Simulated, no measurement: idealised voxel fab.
Process module heading - voxel tone inversion
The figure presents cross-section cut, which has a width of 290 nm and is divided into square cells with an edge length of 5 nm.
The cross-sections in this document take the form of a grid made of square cells. They are written out as bands, in order from top to bottom. Each band consists of one or more rows of cells. In this notation a band is specified by the heights of its top and bottom, in that order and in nm, after which its materials appear from left to right, each paired with its width in nm. The word "edge to edge" attached to a single material means that material fills the band from edge to edge; the word "empty" stands for empty space. Beneath 0, the wafer as received is one material, and that level is where height counting begins. The lowest band goes on downward without a bottom; it is written like "from 0 down". With a width like "30..40", each row of cells in the band differs from the next by the same amount, the top row carrying the first number and the bottom row the second. "remains unaltered" (step): cross-section cells unchanged, all of them. Basically, "Sealed-off cavities" tells you about the enclosed voids: empty spaces with no open way to the top, 8 cells or bigger, each written width x height at distance, where distance is from the left edge, all in nm. The remark found on a step's line after its settings is issued by the simulator itself and pertains to that step. overlay nm: step with mask; distance mask lay right of planned place; negative value = left of planned place.
Process steps (planned):
- 1: RECEIVE with material Si
- 2: CONFORMAL_DEP with material SiCN, thk nm 5
- 3: DIRECTIONAL_DEP with material polySi, thk nm 15
- 4: PATTERN with tone cover, mask id POSTS, material resist, width nm 20, pitch nm 45, thk nm 25, overlay nm 0
- 5: DIRECTIONAL_ETCH with etch materials polySi, depth nm 15
- 6: STRIP with etch materials resist
- 7: FILL_DEP with material SiO2, thk nm 10
- 8: CMP with height nm 20
- 9: STRIP with etch materials polySi
So this is the incoming wafer in cross-section - it's already been through step 1:
from 0 down: Si edge to edge
Sealed-off cavities: none
Final wafer profile in cross-section after the module, from the same start and plan as above, with one mistake made during processing:
from 20 to 5: SiO2: 110  empty: 20  SiO2: 25  empty: 20  SiO2: 115
from 5 to 0: SiO2 edge to edge
from 0 down: Si edge to edge
Sealed-off cavities: none
The mistake made against the process plan was this: not per plan at step 2, really ran CONFORMAL_DEP with material SiO2, thk nm 5
